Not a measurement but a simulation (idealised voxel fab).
process module | voxel quadruple lines
cross-section cut | 190 nm wide | cells 5 nm
A cross-section is a grid of square cells, given in bands from the top down. A band is one or more rows of cells.
Each band's line starts with the height of the band's top and of its bottom, in nm. Then come its materials from left to right, each with its width in nm. One material with "throughout" fills the band from edge to edge. "air" is empty space.
Height 0 is the level under which the wafer as received is all one material. The lowest band goes on downwards, as in "0 down".
A width such as "30 to 40" changes by the same amount from each row of cells to the next, from the band's top row to its bottom row.
"no change" after a step means that no cell of the cross-section changed.
closed voids: empty space of 8 cells or more with no open way to the top, each as width x height at its distance from the left edge, in nm
after a step's settings: what the simulator itself notes on the step
overlay nm, on a step with a mask: how far to the right of its planned place the mask lay; to the left if negative
plan
1 op RECEIVE | material Si
2 op CONFORMAL_DEP | material SiO2 | thk nm 5
3 op DIRECTIONAL_DEP | material Ru | thk nm 10
4 op DIRECTIONAL_DEP | material polySi | thk nm 15
5 op DIRECTIONAL_DEP | material aC | thk nm 25
6 op PATTERN | tone cover | mask id MANDREL | material resist | width nm 30 | thk nm 30 | overlay nm 0
7 op DIRECTIONAL_ETCH | etch materials aC | depth nm 25
8 op STRIP | etch materials resist
9 op CONFORMAL_DEP | material SiO2 | thk nm 10
10 op DIRECTIONAL_ETCH | etch materials SiO2 | depth nm 10
11 op STRIP | etch materials aC
12 op DIRECTIONAL_ETCH | etch materials polySi | depth nm 15
13 op STRIP | etch materials SiO2
14 op CONFORMAL_DEP | material SiCN | thk nm 10
15 op DIRECTIONAL_ETCH | etch materials SiCN | depth nm 10
16 op STRIP | etch materials polySi
17 op DIRECTIONAL_ETCH | etch materials Ru | depth nm 10
18 op STRIP | etch materials SiCN
as received, after step 1
  0 down: Si throughout
  closed voids: none
a wafer at the end: this start, this plan, one mistake
  20 to 5: polySi throughout
  5 to 0: SiO2 throughout
  0 down: Si throughout
  closed voids: none
what went wrong: steps 3 and 4 were swapped
